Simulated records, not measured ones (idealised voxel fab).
The document below concerns the process module designated voxel local oxidation.
The cross-section shown here is cut; it is 275 nm wide and divided into square cells measuring 5 nm on a side.
Just so we're on the same page, the cross-sections are grids of square cells, and they're listed out in bands top to bottom, each band one or more rows deep. It is stipulated that each band's entry specify, in nanometres, the height of the top of the band and then that of its bottom, followed by the materials of the band in left-to-right sequence, each together with its width in nanometres. A single material marked by the word "all across" is understood to fill the band from edge to edge; the word "blank" is understood to denote empty space. Heads up on the height convention: 0 is the point under which the incoming wafer is all one material, and the lowest band has no bottom, it just keeps going down, like "0 and below". A width such as "30 to 40" changes by the same amount from each row of cells to the next, from the band's top row to its bottom row. The designation "no alterations made", where it is given for a processing step, indicates that no cell of the cross-section was altered in the course of that step. Entry "Sealed void listing". Content: empty spaces with no open connection to the top, size 8 cells or greater. Each: width x height at distance. Distance: from left edge. Unit: nm. Note: text after step settings on the step line = simulator remark on that step. What "overlay nm" on a step's line means: if the step has a mask, that mask lay this far to the right of its planned place, or, when the value is negative, to the left.
Plan
1. RECEIVE, material Si
2. CONFORMAL_DEP, material SiO2, thk nm 5
3. CONFORMAL_DEP, material SiN, thk nm 15
4. PATTERN, tone cover, mask id ACTIVE, material resist, width nm 85, pitch nm 130, thk nm 20, overlay nm 0
5. DIRECTIONAL_ETCH, etch materials SiN, depth nm 15
6. STRIP, etch materials resist
7. SELECTIVE_ETCH, etch materials SiO2, depth nm 5
8. OXIDIZE, depth nm 15
9. STRIP, etch materials SiN
It is noted that the wafers described herein are identical at the outset and are distinguished by the width nm of step 4; the value stated in the plan corresponds to the first wafer.
Step 1 complete: as-received cross-section of the first of several wafers
  0 and below = Si all across
  Sealed void listing: none
Row per wafer, end-of-module: cell gain (+)/loss (-) by material since the wafer came in, then closed voids
width nm 85 | -111 Si | +141 SiO2 | Sealed void listing: none
width nm 90 | -105 Si | +137 SiO2 | Sealed void listing: none
width nm 95 | -99 Si | +133 SiO2 | Sealed void listing: none
width nm 100 | -93 Si | +129 SiO2 | Sealed void listing: none
width nm 105 | -87 Si | +125 SiO2 | Sealed void listing: none
width nm 110 | -81 Si | +121 SiO2 | Sealed void listing: none
